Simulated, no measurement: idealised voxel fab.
Proc. module: voxel transistor to metal
This is section cut - it's 165 nm across, gridded in 5 nm square cells.
When this document writes out a cross-section, it uses a grid of square cells and lists it as bands, beginning at the top and moving down, with a band standing for one or more rows of cells.
Quick guide to a band line: top height, bottom height (nm) up front; then every material left to right with its width in nm. Only one material and it's marked "everywhere"? Then it fills the band edge to edge. And "air" just means empty space.
Heights are measured from 0, the level below which the as-received wafer is all one material; the lowest band has no bottom and continues downward, written as in "0..down".
Think of "30..40" as a width that walks from the first number to the second as you go down the band, top row to bottom row, taking equal-sized steps from row to row.
"nothing was modified" for a step: no cell of the cross-section changed in that step.
Look at "Sealed void list" for the closed voids: empty spaces with no open path to the top, sized 8 cells or up. Each is width x height at distance, distance from the left edge, all nm.
Read whatever lies past the settings on a step's line as the simulator's own remark about the step.
"overlay nm", when on a step's line for a step with a mask, measures how far to the right of its planned place the mask lay; a negative measure means to the left.
[The planned process steps are enumerated hereunder]
1: RECEIVE [material Si]
2: CONFORMAL_DEP [material SiO2] [thk nm 5]
3: CONFORMAL_DEP [material SiN] [thk nm 15]
4: MASKED_ETCH [tone cover] [mask id ACTIVE] [width nm 105] [etch materials SiN] [depth nm 15] [overlay nm 0]
5: MASKED_ETCH [tone cover] [mask id ACTIVE] [width nm 105] [etch materials SiO2] [depth nm 5] [overlay nm 0]
6: MASKED_ETCH [tone cover] [mask id ACTIVE] [width nm 105] [etch materials Si] [depth nm 25] [overlay nm 0]
7: FILL_DEP [material SiO2] [thk nm 15]
8: CMP [height nm 20]
9: SELECTIVE_ETCH [etch materials SiO2] [depth nm 10]
10: STRIP [etch materials SiN]
11: SELECTIVE_ETCH [etch materials SiO2] [depth nm 5]
12: OXIDIZE [depth nm 5]
13: DIRECTIONAL_DEP [material polySi] [thk nm 20]
14: DIRECTIONAL_DEP [material SiCN] [thk nm 15]
15: DIRECTIONAL_DEP [material aC] [thk nm 10]
16: PATTERN [tone cover] [mask id GATE] [material resist] [width nm 35] [thk nm 25] [overlay nm 0]
17: DIRECTIONAL_ETCH [etch materials aC] [depth nm 10]
18: STRIP [etch materials resist]
19: DIRECTIONAL_ETCH [etch materials SiCN] [depth nm 25]
20: DIRECTIONAL_ETCH [etch materials polySi] [depth nm 30]
21: STRIP [etch materials aC]
22: CONFORMAL_DEP [material SiO2] [thk nm 5]
23: DIRECTIONAL_ETCH [etch materials SiO2] [depth nm 5]
24: CONFORMAL_DEP [material SiN] [thk nm 10]
25: DIRECTIONAL_ETCH [etch materials SiN] [depth nm 10]
26: DIRECTIONAL_ETCH [etch materials SiO2] [depth nm 5]
27: DIRECTIONAL_ETCH [etch materials Si] [depth nm 5]
28: EPI [material nSi] [thk nm 10]
29: FILL_DEP [material SiO2] [thk nm 10]
30: CMP [height nm 20]
31: STRIP [etch materials polySi]
32: SELECTIVE_ETCH [etch materials SiO2] [depth nm 5]
33: CONFORMAL_DEP [material HfO2] [thk nm 5]
34: CONFORMAL_DEP [material TiN] [thk nm 5]
35: FILL_DEP [material W] [thk nm 10]
36: CMP [height nm 15]
37: DIRECTIONAL_DEP [material SiO2] [thk nm 10]
38: MASKED_ETCH [tone open] [mask id CONTACT] [width nm 15] [pitch nm 80] [etch materials SiO2] [depth nm 20] [overlay nm 0]
39: CONFORMAL_DEP [material TiN] [thk nm 5]
40: FILL_DEP [material W] [thk nm 5]
41: CMP [height nm 25]
42: CONFORMAL_DEP [material SiCN] [thk nm 5]
43: DIRECTIONAL_DEP [material SiO2] [thk nm 20]
44: DIRECTIONAL_DEP [material aC] [thk nm 10]
45: PATTERN [tone open] [mask id METAL_1] [material resist] [width nm 15] [pitch nm 80] [thk nm 25] [overlay nm 0]
46: DIRECTIONAL_ETCH [etch materials aC] [depth nm 10]
47: STRIP [etch materials resist]
48: DIRECTIONAL_ETCH [etch materials SiO2] [depth nm 20]
49: DIRECTIONAL_ETCH [etch materials SiCN] [depth nm 5]
50: STRIP [etch materials aC]
51: CONFORMAL_DEP [material TiN] [thk nm 5]
52: FILL_DEP [material Cu] [thk nm 10]
53: CMP [height nm 50]
54: CONFORMAL_DEP [material SiCN] [thk nm 5]
55: DIRECTIONAL_DEP [material lowk] [thk nm 25]
56: MASKED_ETCH [tone open] [mask id METAL_2] [width nm 15] [pitch nm 80] [etch materials lowk] [depth nm 15] [overlay nm 0]
57: MASKED_ETCH [tone open] [mask id METAL_2_HOLES] [width nm 15] [pitch nm 80] [etch materials lowk] [depth nm 10] [overlay nm 0]
58: MASKED_ETCH [tone open] [mask id METAL_2_HOLES] [width nm 15] [pitch nm 80] [etch materials SiCN] [depth nm 5] [overlay nm 0]
59: CONFORMAL_DEP [material TiN] [thk nm 5]
60: FILL_DEP [material Ru] [thk nm 5]
61: CMP [height nm 80]
62: CONFORMAL_DEP [material SiCN] [thk nm 5]
[as received, after step 1]
0..down: Si everywhere
Sealed void list: none
[Wafer cross-section at module end: first of two, run to plan]
85..80: SiCN everywhere
80..55: lowk=35, TiN=5, Ru=5, TiN=5, lowk=65, TiN=5, Ru=5, TiN=5, lowk=35
55..50: SiCN=35, TiN=15, SiCN=65, TiN=15, SiCN=35
50..30: SiO2=35, TiN=5, Cu=5, TiN=5, SiO2=65, TiN=5, Cu=5, TiN=5, SiO2=35
30..25: SiCN=35, TiN=15, SiCN=65, TiN=15, SiCN=35
25..15: SiO2=35, TiN=5, W=5, TiN=5, SiO2=65, TiN=5, W=5, TiN=5, SiO2=35
15..10: SiO2=35, TiN=5, W=5, TiN=5, SiN=10, HfO2=5, TiN=5, W=25, TiN=5, HfO2=5, SiN=10, TiN=5, W=5, TiN=5, SiO2=35
10..5: SiO2=35, TiN=15, SiN=10, HfO2=5, TiN=5, W=25, TiN=5, HfO2=5, SiN=10, TiN=15, SiO2=35
5..0: SiO2=30, SiN=10, nSi=10, SiN=10, HfO2=5, TiN=35, HfO2=5, SiN=10, nSi=10, SiN=10, SiO2=30
0..-5: SiO2=40, nSi=10, SiO2=10, HfO2=45, SiO2=10, nSi=10, SiO2=40
-5..-10: SiO2=30, Si=10, nSi=10, Si=65, nSi=10, Si=10, SiO2=30
-10..-25: SiO2=30, Si=105, SiO2=30
-25..down: Si everywhere
Sealed void list: none
[Cross-sectional view: second of two wafers, end of module; start and plan identical to the first, one mistake in running]
85..80: SiCN everywhere
80..75: Ru everywhere
75..70: Ru=30, TiN=25, Ru=55, TiN=25, Ru=30
70..65: TiN=35, lowk=15, TiN=65, lowk=15, TiN=35
65..55: lowk everywhere
55..50: SiCN everywhere
50..30: SiO2=35, TiN=5, Cu=5, TiN=5, SiO2=65, TiN=5, Cu=5, TiN=5, SiO2=35
30..25: SiCN=35, TiN=15, SiCN=65, TiN=15, SiCN=35
25..15: SiO2=35, TiN=5, W=5, TiN=5, SiO2=65, TiN=5, W=5, TiN=5, SiO2=35
15..10: SiO2=35, TiN=5, W=5, TiN=5, SiN=10, HfO2=5, TiN=5, W=25, TiN=5, HfO2=5, SiN=10, TiN=5, W=5, TiN=5, SiO2=35
10..5: SiO2=35, TiN=15, SiN=10, HfO2=5, TiN=5, W=25, TiN=5, HfO2=5, SiN=10, TiN=15, SiO2=35
5..0: SiO2=30, SiN=10, nSi=10, SiN=10, HfO2=5, TiN=35, HfO2=5, SiN=10, nSi=10, SiN=10, SiO2=30
0..-5: SiO2=40, nSi=10, SiO2=10, HfO2=45, SiO2=10, nSi=10, SiO2=40
-5..-10: SiO2=30, Si=10, nSi=10, Si=65, nSi=10, Si=10, SiO2=30
-10..-25: SiO2=30, Si=105, SiO2=30
-25..down: Si everywhere
Sealed void list: none
Where did the run depart from the plan? step 56 did not use the planned setting and instead ran as MASKED_ETCH [tone cover] [mask id METAL_2] [width nm 15] [pitch nm 80] [etch materials lowk] [depth nm 15] [overlay nm 0]
at the end the second wafer has, in cells: Ru +46 | SiCN +6 | TiN +11 | lowk -63
